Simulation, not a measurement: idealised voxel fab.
process module | voxel double patterning
cross-section cut | 240 nm wide | cells 5 nm
A cross-section is a grid of square cells, given in bands from the top down. A band is one or more rows of cells.
Each band's line starts with the height of the band's top and of its bottom, in nm. Then come its materials from left to right, each with its width in nm. One material with "throughout" fills the band from edge to edge. "air" is empty space.
Height 0 is the level under which the wafer as received is all one material. The lowest band goes on downwards, as in "0 down".
A width such as "30 to 40" changes by the same amount from each row of cells to the next, from the band's top row to its bottom row.
"no change" after a step means that no cell of the cross-section changed.
closed voids: empty space of 8 cells or more with no open way to the top, each as width x height at its distance from the left edge, in nm
after a step's settings: what the simulator itself notes on the step
overlay nm, on a step with a mask: how far to the right of its planned place the mask lay; to the left if negative
plan
1 op RECEIVE | material Si
2 op CONFORMAL_DEP | material SiO2 | thk nm 5
3 op DIRECTIONAL_DEP | material TiN | thk nm 20
4 op DIRECTIONAL_DEP | material SiN | thk nm 10
5 op PATTERN | tone open | mask id FIRST | material resist | width nm 15 | pitch nm 50 | thk nm 15 | overlay nm 0
6 op DIRECTIONAL_ETCH | etch materials SiN | depth nm 10
7 op STRIP | etch materials resist
8 op PATTERN | tone open | mask id SECOND | material resist | width nm 15 | thk nm 15 | overlay nm 0
9 op DIRECTIONAL_ETCH | etch materials SiN | depth nm 10
10 op STRIP | etch materials resist
11 op DIRECTIONAL_ETCH | etch materials TiN | depth nm 20
12 op STRIP | etch materials SiN
as received, after step 1
  0 down: Si throughout
  closed voids: none
a wafer at the end: this start, this plan, one mistake
  45 to 25: TiN 85 | air 15 | TiN 10 | air 15 | TiN 10 | air 15 | TiN 90
  25 to 5: TiN throughout
  5 to 0: SiO2 throughout
  0 down: Si throughout
  closed voids: none
what went wrong: step 3 was run twice
